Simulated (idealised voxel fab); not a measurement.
This section sets out a process module, namely voxel self aligned vias.
Displayed cross-section: cut, width of 275 nm, square cells sized 5 nm.
Cross-sections here: square-cell grids, written as top-down lists of bands, a band being one or more rows of cells.
Heads up on the band format: heights come first, top then bottom, in nm. After that it's the materials left to right, each with its width in nm. A single material flagged "throughout" fills the whole band edge to edge, and "air" means there's empty space there.
Heights from 0 (as-received wafer is one material below). Bottom band endless downward, as "top 0, no bottom".
Think of "30->40" as a width that walks from the first number to the second as you go down the band, top row to bottom row, taking equal-sized steps from row to row.
Step marked "stayed the same"? Then no cell in the cross-section changed in it.
Listed in "Closed void catalog": every empty space of 8 or more cells without an open way to the top. Form: width x height at distance, the distance being from the left edge, all in nm.
Anything after a step's settings on that line? It's the simulator's own note about the step.
overlay nm: step with mask; distance mask lay right of planned place; negative value = left of planned place.
BELOW IS THE LIST OF PLANNED PROCESS STEPS
1,RECEIVE: material Si
2,CONFORMAL_DEP: material SiO2, thk nm 15
3,CONFORMAL_DEP: material SiCN, thk nm 5
4,DIRECTIONAL_DEP: material lowk, thk nm 30
5,DIRECTIONAL_DEP: material aC, thk nm 15
6,PATTERN: tone open, mask id LINES, material resist, width nm 20, pitch nm 60, thk nm 35, overlay nm 0
7,DIRECTIONAL_ETCH: etch materials aC, depth nm 15
8,STRIP: etch materials resist
9,DIRECTIONAL_ETCH: etch materials lowk, depth nm 30
10,STRIP: etch materials aC
11,CONFORMAL_DEP: material TiN, thk nm 5
12,FILL_DEP: material W, thk nm 10
13,CMP: height nm 50
14,SELECTIVE_ETCH: etch materials W Ru TiN, depth nm 5
15,FILL_DEP: material SiN, thk nm 5
16,CMP: height nm 50
17,DIRECTIONAL_DEP: material lowk, thk nm 20
18,MASKED_ETCH: tone open, mask id VIAS, width nm 30, pitch nm 60, etch materials lowk, depth nm 20, overlay nm 0
19,MASKED_ETCH: tone open, mask id VIAS, width nm 30, pitch nm 60, etch materials SiN, depth nm 5, overlay nm 0
20,CONFORMAL_DEP: material TiN, thk nm 5
21,FILL_DEP: material Cu, thk nm 10
22,CMP: height nm 70
23,CONFORMAL_DEP: material SiN, thk nm 5
CROSS-SECTION OF THE WAFER AS IT CAME TO US, I.E., ALREADY THROUGH STEP 1
    top 0, no bottom: Si throughout
    Closed void catalog: none
FIRST OF TWO WAFERS, END-OF-MODULE SECTION, RUN FOLLOWED PLAN
    top 75, bottom 70: SiN throughout
    top 70, bottom 55: lowk (60); TiN (5); Cu (20); TiN (5); lowk (30); TiN (5); Cu (20); TiN (5); lowk (30); TiN (5); Cu (20); TiN (5); lowk (65)
    top 55, bottom 50: lowk (60); TiN (10); Cu (10); TiN (10); lowk (30); TiN (10); Cu (10); TiN (10); lowk (30); TiN (10); Cu (10); TiN (10); lowk (65)
    top 50, bottom 45: lowk (65); TiN (20); lowk (40); TiN (20); lowk (40); TiN (20); lowk (70)
    top 45, bottom 25: lowk (65); TiN (5); W (10); TiN (5); lowk (40); TiN (5); W (10); TiN (5); lowk (40); TiN (5); W (10); TiN (5); lowk (70)
    top 25, bottom 20: lowk (65); TiN (20); lowk (40); TiN (20); lowk (40); TiN (20); lowk (70)
    top 20, bottom 15: SiCN throughout
    top 15, bottom 0: SiO2 throughout
    top 0, no bottom: Si throughout
    Closed void catalog: none
CROSS-SECTION, WAFER TWO OF TWO, END OF MODULE: SAME START AND PLAN AS WAFER ONE, ONE ERROR IN EXECUTION
    top 75, bottom 70: SiN throughout
    top 70, bottom 55: lowk (60); TiN (5); Cu (20); TiN (5); lowk (30); TiN (5); Cu (20); TiN (5); lowk (30); TiN (5); Cu (20); TiN (5); lowk (65)
    top 55, bottom 50: lowk (60); TiN (10); Cu (10); TiN (10); lowk (30); TiN (10); Cu (10); TiN (10); lowk (30); TiN (10); Cu (10); TiN (10); lowk (65)
    top 50, bottom 45: lowk (65); TiN (20); lowk (40); TiN (20); lowk (40); TiN (20); lowk (70)
    top 45, bottom 25: lowk (65); TiN (5); W (10); TiN (5); lowk (40); TiN (5); W (10); TiN (5); lowk (40); TiN (5); W (10); TiN (5); lowk (70)
    top 25, bottom 20: lowk (65); TiN (20); lowk (40); TiN (20); lowk (40); TiN (20); lowk (70)
    top 20, bottom 15: SiCN throughout
    top 15, bottom 0: aC throughout
    top 0, no bottom: Si throughout
    Closed void catalog: none
The mistake made against the process plan was this: for step 2, the planned setting was not used; the step was instead run as CONFORMAL_DEP: material aC, thk nm 15
Cell-count delta at end, second wafer over first, by material: SiO2 -165; aC +165
